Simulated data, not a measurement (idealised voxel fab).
Proc. module: voxel gate over fins
The cross-section shown here is cut; it is 235 nm wide and divided into square cells measuring 5 nm on a side.
Format of a cross-section: grid, square cells. Given as bands. Order: top down. Band: one or more rows of cells.
First you get the band's top height and its bottom height, in nm, and then the materials it's made of, left to right, with each width in nm. If you see a single material with "everywhere", that one covers the band edge to edge. "blank" is empty space.
We count height from 0. Below that, the starting wafer is all one material. The lowest band never ends at the bottom but goes on down; see "0..down" for how that is written.
The width entry "30..40" should be interpreted row by row: the top row of cells in the band takes the first number, the bottom row takes the second number, and the change between adjacent rows is uniform throughout.
A step reported as "no modifications" is a step in which no cell of the cross-section changed.
The entry titled "Closed void list" provides the empty spaces that have no open way to the top, restricted to those of 8 cells or more. Each is presented as width x height at distance, the distance being measured from the left edge, with all three in nm.
The remark found on a step's line after its settings is issued by the simulator itself and pertains to that step.
overlay nm: on a step with a mask, how far right of its planned place the mask lay; negative means left.

plan:
1. RECEIVE,material Si
2. CONFORMAL_DEP,material SiN,thk nm 5
3. PATTERN,tone cover,mask id FINS,material resist,width nm 15,pitch nm 50,thk nm 20,overlay nm 0
4. DIRECTIONAL_ETCH,etch materials SiN,depth nm 5
5. DIRECTIONAL_ETCH,etch materials Si,depth nm 30
6. STRIP,etch materials resist
7. FILL_DEP,material SiO2,thk nm 5
8. CMP,height nm 5
9. PATTERN,tone open,mask id RAIL,material resist,width nm 15,thk nm 20,overlay nm 0
10. DIRECTIONAL_ETCH,etch materials SiO2,depth nm 30
11. STRIP,etch materials resist
12. CONFORMAL_DEP,material TiN,thk nm 5
13. FILL_DEP,material Ru,thk nm 5
14. CMP,height nm 5
15. SELECTIVE_ETCH,etch materials W Ru TiN,depth nm 20
16. FILL_DEP,material SiO2,thk nm 5
17. CMP,height nm 5
18. SELECTIVE_ETCH,etch materials SiO2,depth nm 15
19. STRIP,etch materials SiN
20. CONFORMAL_DEP,material HfO2,thk nm 5
21. CONFORMAL_DEP,material TiN,thk nm 5
22. CONFORMAL_DEP,material TiAl,thk nm 5
23. CONFORMAL_DEP,material TiN,thk nm 5
24. FILL_DEP,material W,thk nm 15
25. CMP,height nm 30
26. CONFORMAL_DEP,material SiN,thk nm 10
Be aware that, although all wafers share a common starting state, the width nm at step 9 differs among them, and the plan displays the first wafer's value.

First wafer of several, as received: cross-section after step 1:
  0..down | Si everywhere
  Closed void list: none

After the module's final step, step 26: the first of several wafers in cross-section:
  40..30 | SiN everywhere
  30..20 | W everywhere
  20..15 | W: 65 | TiN: 105 | W: 65
  15..10 | W: 65 | TiN: 5 | TiAl: 45 | TiN: 5 | TiAl: 45 | TiN: 5 | W: 65
  10..5 | TiN: 70 | TiAl: 5 | TiN: 35 | TiAl: 5 | TiN: 5 | TiAl: 5 | TiN: 35 | TiAl: 5 | TiN: 70
  5..0 | TiAl: 75 | TiN: 5 | HfO2: 25 | TiN: 5 | TiAl: 15 | TiN: 5 | HfO2: 25 | TiN: 5 | TiAl: 75
  0..-5 | TiN: 80 | HfO2: 5 | Si: 15 | HfO2: 5 | TiN: 25 | HfO2: 5 | Si: 15 | HfO2: 5 | TiN: 80
  -5..-10 | HfO2: 85 | Si: 15 | HfO2: 35 | Si: 15 | HfO2: 85
  -10..-15 | SiO2: 85 | Si: 15 | SiO2: 35 | Si: 15 | SiO2: 85
  -15..-20 | SiO2: 85 | Si: 15 | SiO2: 10 | TiN: 5 | Ru: 5 | TiN: 5 | SiO2: 10 | Si: 15 | SiO2: 85
  -20..-25 | SiO2: 85 | Si: 15 | SiO2: 10 | TiN: 15 | SiO2: 10 | Si: 15 | SiO2: 85
  -25..-30 | SiO2: 85 | Si: 15 | SiO2: 35 | Si: 15 | SiO2: 85
  -30..down | Si everywhere
  Closed void list: none

Wafer cross-section (last wafer, module end):
  40..30 | SiN everywhere
  30..20 | W everywhere
  20..15 | W: 65 | TiN: 105 | W: 65
  15..10 | W: 65 | TiN: 5 | TiAl: 45 | TiN: 5 | TiAl: 45 | TiN: 5 | W: 65
  10..5 | TiN: 70 | TiAl: 5 | TiN: 35 | TiAl: 5 | TiN: 5 | TiAl: 5 | TiN: 35 | TiAl: 5 | TiN: 70
  5..0 | TiAl: 75 | TiN: 5 | HfO2: 25 | TiN: 5 | TiAl: 15 | TiN: 5 | HfO2: 25 | TiN: 5 | TiAl: 75
  0..-5 | TiN: 80 | HfO2: 5 | Si: 15 | HfO2: 5 | TiN: 25 | HfO2: 5 | Si: 15 | HfO2: 5 | TiN: 80
  -5..-10 | HfO2: 85 | Si: 15 | HfO2: 35 | Si: 15 | HfO2: 85
  -10..-15 | SiO2: 85 | Si: 15 | SiO2: 35 | Si: 15 | SiO2: 85
  -15..-20 | SiO2: 85 | Si: 15 | SiO2: 5 | TiN: 5 | Ru: 20 | TiN: 5 | Si: 15 | SiO2: 85
  -20..-25 | SiO2: 85 | Si: 15 | SiO2: 5 | TiN: 30 | Si: 15 | SiO2: 85
  -25..-30 | SiO2: 85 | Si: 15 | SiO2: 35 | Si: 15 | SiO2: 85
  -30..down | Si everywhere
  Closed void list: none

The table below has one row for each wafer; a row shows, as of the end of the module, how many cells of each material the wafer has gained, marked (+), or lost, marked (-), since it was received, and then the wafer's closed voids:
width nm 15; +55 HfO2; +1 Ru; -246 Si; +94 SiN; +158 SiO2; +55 TiAl; +113 TiN; +146 W; Closed void list: none
width nm 20; +55 HfO2; +2 Ru; -246 Si; +94 SiN; +156 SiO2; +55 TiAl; +114 TiN; +146 W; Closed void list: none
width nm 25; +55 HfO2; +3 Ru; -246 Si; +94 SiN; +154 SiO2; +55 TiAl; +115 TiN; +146 W; Closed void list: none
width nm 30; +55 HfO2; +4 Ru; -246 Si; +94 SiN; +152 SiO2; +55 TiAl; +116 TiN; +146 W; Closed void list: none
